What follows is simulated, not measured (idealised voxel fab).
The following process module bears the name voxel released beams.
Cross-section cut: width 290 nm, square cells of 5 nm.
For the purposes of this document, a cross-section shall be understood as a grid of square cells, specified as bands listed in top-to-bottom order, each band consisting of one or more rows of cells. A band entry consists of two parts. The first gives the height of the band's top and the height of its bottom, in nm. The rest lists the band's materials from left to right, each with its width in nm. A single material labelled with the word "full width" fills the band from edge to edge, and the word "empty" marks empty space. Basically, 0 is our baseline, since under it the wafer straight out of the box is all one material. The bottom band has no lower end and keeps on going down, so it looks like "0..down". A width given as "30->40" starts at the first number in the band's top row and ends at the second number in its bottom row, shifting by an equal amount at every step from row to row. The cross-section has no changed cell in any step marked "stayed the same". "Closed voids list" enumerates empty spaces isolated from the top, with no open way to it, that contain at least 8 cells, giving each as width x height at distance from the left edge, all three in nm. Anything after a step's settings on that line? It's the simulator's own note about the step. Each step line may optionally specify "overlay nm", which for a step with a mask gives the rightward distance between the mask's planned place and where it lay, a negative value indicating the leftward direction.
Listed below are the process steps as planned
1) RECEIVE [material Si]
2) CONFORMAL_DEP [material SiN] [thk nm 5]
3) DIRECTIONAL_DEP [material SiO2] [thk nm 10]
4) DIRECTIONAL_DEP [material aC] [thk nm 10]
5) PATTERN [tone open] [mask id ANCHOR] [material resist] [width nm 40] [thk nm 25] [overlay nm 0]
6) DIRECTIONAL_ETCH [etch materials aC] [depth nm 10]
7) STRIP [etch materials resist]
8) DIRECTIONAL_ETCH [etch materials SiO2] [depth nm 10]
9) STRIP [etch materials aC]
10) CONFORMAL_DEP [material W] [thk nm 15]
11) MASKED_ETCH [tone cover] [mask id BEAM] [width nm 120] [etch materials W] [depth nm 15] [overlay nm 0]
12) STRIP [etch materials SiO2]
Cross-section of the wafer upon arrival, representing the state reached after step 1
  0..down | Si full width
  Closed voids list: none
Wafer cross-section at end of module: start and plan as shown above, one execution error
  30..15 | empty=80, then W=120, then empty=90
  15..10 | SiN full width
  10..0 | SiO2 full width
  0..down | Si full width
  Closed voids list: none
The plan and the run diverged here: the processing plan was not followed for steps 2 and 3, which were run with their positions exchanged
